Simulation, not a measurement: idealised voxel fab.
process module | voxel self aligned contacts
cross-section cut | 170 nm wide | cells 5 nm
A cross-section is a grid of square cells, given in bands from the top down. A band is one or more rows of cells.
Each band's line starts with the height of the band's top and of its bottom, in nm. Then come its materials from left to right, each with its width in nm. One material with "throughout" fills the band from edge to edge. "air" is empty space.
Height 0 is the level under which the wafer as received is all one material. The lowest band goes on downwards, as in "0 down".
A width such as "30 to 40" changes by the same amount from each row of cells to the next, from the band's top row to its bottom row.
"no change" after a step means that no cell of the cross-section changed.
closed voids: empty space of 8 cells or more with no open way to the top, each as width x height at its distance from the left edge, in nm
after a step's settings: what the simulator itself notes on the step
overlay nm, on a step with a mask: how far to the right of its planned place the mask lay; to the left if negative
plan
1 op RECEIVE | material Si
2 op CONFORMAL_DEP | material SiO2 | thk nm 5
3 op DIRECTIONAL_DEP | material polySi | thk nm 25
4 op DIRECTIONAL_DEP | material SiN | thk nm 20
5 op PATTERN | tone cover | mask id GATE | material resist | width nm 25 | pitch nm 60 | thk nm 20 | overlay nm 0
6 op DIRECTIONAL_ETCH | etch materials SiN | depth nm 20
7 op DIRECTIONAL_ETCH | etch materials polySi | depth nm 25
8 op STRIP | etch materials resist
9 op CONFORMAL_DEP | material SiN | thk nm 5
10 op DIRECTIONAL_ETCH | etch materials SiN | depth nm 5
11 op FILL_DEP | material SiO2 | thk nm 15
12 op CMP | height nm 55
13 op DIRECTIONAL_DEP | material aC | thk nm 10
14 op PATTERN | tone open | mask id CONTACT | material resist | width nm 45 | thk nm 25 | overlay nm -15
15 op DIRECTIONAL_ETCH | etch materials aC | depth nm 10
16 op STRIP | etch materials resist
17 op DIRECTIONAL_ETCH | etch materials SiO2 | depth nm 55
18 op STRIP | etch materials aC
19 op CONFORMAL_DEP | material TiN | thk nm 5
20 op FILL_DEP | material Ru | thk nm 5
21 op CMP | height nm 55
22 op CONFORMAL_DEP | material SiCN | thk nm 5
varied across the wafers: overlay nm of step 14. The plan shows the first wafer's value. All wafers start alike
first wafer as received, after step 1
  0 down: Si throughout
  closed voids: none
first wafer at the end, after step 22
  60 to 55: SiCN throughout
  55 to 50: SiO2 45 | TiN 30 | Ru 10 | TiN 5 | SiO2 80
  50 to 30: SiO2 35 | SiN 35 | TiN 5 | Ru 10 | TiN 5 | SiO2 5 | SiN 35 | SiO2 40
  30 to 5: SiO2 35 | SiN 5 | polySi 25 | SiN 5 | TiN 5 | Ru 10 | TiN 5 | SiO2 5 | SiN 5 | polySi 25 | SiN 5 | SiO2 40
  5 to 0: SiO2 70 | TiN 20 | SiO2 80
  0 down: Si throughout
  closed voids: none
last wafer at the end
  60 to 55: SiCN throughout
  55 to 50: SiO2 75 | TiN 5 | Ru 10 | TiN 30 | SiO2 50
  50 to 30: SiO2 35 | SiN 35 | SiO2 5 | TiN 5 | Ru 10 | TiN 5 | SiN 35 | SiO2 40
  30 to 5: SiO2 35 | SiN 5 | polySi 25 | SiN 5 | SiO2 5 | TiN 5 | Ru 10 | TiN 5 | SiN 5 | polySi 25 | SiN 5 | SiO2 40
  5 to 0: SiO2 75 | TiN 20 | SiO2 75
  0 down: Si throughout
  closed voids: none
each wafer at the end: cells of each material gained (+) or lost (-) since it was received, then its closed voids
overlay nm -15 | +20 Ru | +34 SiCN | +76 SiN | +199 SiO2 | +29 TiN | +50 polySi | closed voids: none
overlay nm -10 | +30 Ru | +34 SiCN | +76 SiN | +189 SiO2 | +29 TiN | +50 polySi | closed voids: none
overlay nm -5 | +30 Ru | +34 SiCN | +76 SiN | +189 SiO2 | +29 TiN | +50 polySi | closed voids: none
overlay nm 0 | +30 Ru | +34 SiCN | +76 SiN | +189 SiO2 | +29 TiN | +50 polySi | closed voids: none
overlay nm 5 | +30 Ru | +34 SiCN | +76 SiN | +189 SiO2 | +29 TiN | +50 polySi | closed voids: none
overlay nm 10 | +30 Ru | +34 SiCN | +76 SiN | +189 SiO2 | +29 TiN | +50 polySi | closed voids: none
overlay nm 15 | +20 Ru | +34 SiCN | +76 SiN | +199 SiO2 | +29 TiN | +50 polySi | closed voids: none
